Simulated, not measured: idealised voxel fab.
Herein follows the process module entitled voxel gate over fins.
Xsec cut, 225 nm wide, square cell size 5 nm.
Format of a cross-section: grid, square cells. Given as bands. Order: top down. Band: one or more rows of cells.
Within each band entry, the heights of the top and of the bottom of the band appear first, in that order and in nm; the materials of the band then follow from left to right, each with its corresponding width in nm. The designation "edge to edge" on a single material indicates that it fills the band from edge to edge; the designation "empty" indicates empty space.
Heights are expressed relative to 0, this being the level below which the as-received wafer comprises one material exclusively. The lowest band is unbounded in the downward direction and is denoted as in "0 nm and below".
A width such as "30 to 40" changes by the same amount from each row of cells to the next, from the band's top row to its bottom row.
For the purposes of this document, the phrase "nothing altered" attached to a step denotes that no cell within the cross-section was modified by that step.
Heads up: "Sealed internal voids" only lists the empty pockets with no open path to the top that are 8 cells or more, and it writes them as width x height at distance, distance from the left edge, in nm.
The remark found on a step's line after its settings is issued by the simulator itself and pertains to that step.
overlay nm: where the mask lay relative to plan, measured to the right, on steps with a mask; negatives go left.
**Process steps (planned)**
1. RECEIVE,material Si
2. CONFORMAL_DEP,material SiN,thk nm 5
3. PATTERN,tone cover,mask id FINS,material resist,width nm 15,pitch nm 40,thk nm 15,overlay nm 0
4. DIRECTIONAL_ETCH,etch materials SiN,depth nm 5
5. DIRECTIONAL_ETCH,etch materials Si,depth nm 40
6. STRIP,etch materials resist
7. OXIDIZE,depth nm 5
8. FILL_DEP,material SiO2,thk nm 10
9. CMP,height nm 5
10. SELECTIVE_ETCH,etch materials SiO2,depth nm 15
11. STRIP,etch materials SiN
12. CONFORMAL_DEP,material HfO2,thk nm 5
13. CONFORMAL_DEP,material TiN,thk nm 5
14. FILL_DEP,material W,thk nm 15
15. CMP,height nm 20
16. CONFORMAL_DEP,material SiCN,thk nm 5
The wafers in this document start out alike and differ in the width nm applied at step 3; the plan shows the value used for the first wafer.
**Step 1 complete: as-received cross-section of the first of several wafers**
0 nm and below: Si edge to edge
Sealed internal voids: none
**Post step 16, the closing step of the module: first of several wafers, cross-sectioned**
25 nm to 20 nm: SiCN edge to edge
20 nm to 10 nm: W edge to edge
10 nm to 5 nm: W (40) | TiN (25) | W (15) | TiN (25) | W (15) | TiN (25) | W (15) | TiN (25) | W (40)
5 nm to 0 nm: W (40) | TiN (5) | HfO2 (15) | TiN (5) | W (15) | TiN (5) | HfO2 (15) | TiN (5) | W (15) | TiN (5) | HfO2 (15) | TiN (5) | W (15) | TiN (5) | HfO2 (15) | TiN (5) | W (40)
0 nm to -5 nm: TiN (45) | HfO2 (5) | Si (5) | HfO2 (5) | TiN (25) | HfO2 (5) | Si (5) | HfO2 (5) | TiN (25) | HfO2 (5) | Si (5) | HfO2 (5) | TiN (25) | HfO2 (5) | Si (5) | HfO2 (5) | TiN (45)
-5 nm to -10 nm: HfO2 (50) | Si (5) | HfO2 (35) | Si (5) | HfO2 (35) | Si (5) | HfO2 (35) | Si (5) | HfO2 (50)
-10 nm to -45 nm: SiO2 (50) | Si (5) | SiO2 (35) | Si (5) | SiO2 (35) | Si (5) | SiO2 (35) | Si (5) | SiO2 (50)
-45 nm and below: Si edge to edge
Sealed internal voids: none
**Cross-section at module completion, last wafer**
25 nm to 20 nm: SiCN edge to edge
20 nm to 10 nm: W edge to edge
10 nm to 5 nm: W (35) | TiN (35) | W (5) | TiN (35) | W (5) | TiN (35) | W (5) | TiN (35) | W (35)
5 nm to 0 nm: W (35) | TiN (5) | HfO2 (25) | TiN (5) | W (5) | TiN (5) | HfO2 (25) | TiN (5) | W (5) | TiN (5) | HfO2 (25) | TiN (5) | W (5) | TiN (5) | HfO2 (25) | TiN (5) | W (35)
0 nm to -5 nm: TiN (40) | HfO2 (5) | Si (15) | HfO2 (5) | TiN (15) | HfO2 (5) | Si (15) | HfO2 (5) | TiN (15) | HfO2 (5) | Si (15) | HfO2 (5) | TiN (15) | HfO2 (5) | Si (15) | HfO2 (5) | TiN (40)
-5 nm to -10 nm: HfO2 (45) | Si (15) | HfO2 (25) | Si (15) | HfO2 (25) | Si (15) | HfO2 (25) | Si (15) | HfO2 (45)
-10 nm to -45 nm: SiO2 (45) | Si (15) | SiO2 (25) | Si (15) | SiO2 (25) | Si (15) | SiO2 (25) | Si (15) | SiO2 (45)
-45 nm and below: Si edge to edge
Sealed internal voids: none
**So in this table every wafer gets its own row, and what you see is where it stands at the end of the module: for each material, how many cells it picked up (+) or gave up (-) since we received it, and after that its closed voids**
width nm 15; +61 HfO2; -369 Si; +45 SiCN; +287 SiO2; +61 TiN; +140 W; Sealed internal voids: none
width nm 20; +61 HfO2; -333 Si; +45 SiCN; +259 SiO2; +61 TiN; +132 W; Sealed internal voids: none
width nm 25; +61 HfO2; -297 Si; +45 SiCN; +231 SiO2; +61 TiN; +124 W; Sealed internal voids: none
